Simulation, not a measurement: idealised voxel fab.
voxel self aligned vias: a process module
Xsec cut, 185 nm wide, square cell size 5 nm.
Cross-section = grid of square cells, listed top down in bands; band = one or more rows.
Look at the band entry: it leads with the top's height and the bottom's height in nm. Then it lists the materials left to right, with a width in nm for each. The word "everywhere" on a single material says that material fills the band edge to edge. The word "air" is empty space.
Note: height 0 marks the level under which the wafer is uniformly one material as received. Lowest band unbounded below, written "0 nm and below".
Graded width ("30->40"): value in top row of band = first number; value in bottom row = second number; row-to-row change constant.
"everything unchanged" means the step left every cell of the cross-section as it was.
Entry "Enclosed voids". Content: empty spaces with no open connection to the top, size 8 cells or greater. Each: width x height at distance. Distance: from left edge. Unit: nm.
Formally, on a step line, whatever follows the settings is a remark that the simulator itself makes on the step.
overlay nm, on a step with a mask: how far to the right of its planned place the mask lay; to the left if negative

-- Planned step list for the process
- 1: RECEIVE with material Si
- 2: CONFORMAL_DEP with material SiO2, thk nm 10
- 3: CONFORMAL_DEP with material SiCN, thk nm 5
- 4: DIRECTIONAL_DEP with material SiO2, thk nm 25
- 5: MASKED_ETCH with tone open, mask id LINES, width nm 25, pitch nm 70, etch materials SiO2, depth nm 25, overlay nm 0
- 6: CONFORMAL_DEP with material TiN, thk nm 5
- 7: FILL_DEP with material Ru, thk nm 10
- 8: CMP with height nm 40
- 9: SELECTIVE_ETCH with etch materials W Ru TiN, depth nm 5
- 10: FILL_DEP with material SiN, thk nm 10
- 11: CMP with height nm 40
- 12: DIRECTIONAL_DEP with material SiO2, thk nm 20
- 13: DIRECTIONAL_DEP with material aC, thk nm 10
- 14: PATTERN with tone open, mask id VIAS, material resist, width nm 45, thk nm 30, overlay nm 0
- 15: DIRECTIONAL_ETCH with etch materials aC, depth nm 10
- 16: STRIP with etch materials resist
- 17: DIRECTIONAL_ETCH with etch materials SiO2, depth nm 20
- 18: DIRECTIONAL_ETCH with etch materials SiN, depth nm 5
- 19: STRIP with etch materials aC
- 20: CONFORMAL_DEP with material TiN, thk nm 5
- 21: FILL_DEP with material Ru, thk nm 10
- 22: CMP with height nm 60
- 23: CONFORMAL_DEP with material SiCN, thk nm 5

-- Delivered wafer in cross-section: state after step 1
	0 nm and below  Si everywhere
	Enclosed voids: none

-- Final cross-section, module run with one mistake (start and plan as above)
	65 nm to 60 nm  SiCN everywhere
	60 nm to 40 nm  35 of SiO2, 5 of TiN, 35 of Ru, 5 of TiN, 105 of SiO2
	40 nm to 35 nm  35 of SiO2, 45 of TiN, 35 of SiO2, 25 of SiN, 45 of SiO2
	35 nm to 20 nm  35 of SiO2, 15 of TiN, 15 of Ru, 15 of TiN, 35 of SiO2, 5 of TiN, 15 of Ru, 5 of TiN, 45 of SiO2
	20 nm to 15 nm  45 of SiO2, 25 of TiN, 45 of SiO2, 25 of TiN, 45 of SiO2
	15 nm to 10 nm  SiCN everywhere
	10 nm to 0 nm  SiO2 everywhere
	0 nm and below  Si everywhere
	Enclosed voids: none
What was the processing mistake? step 17 in the plan was executed twice
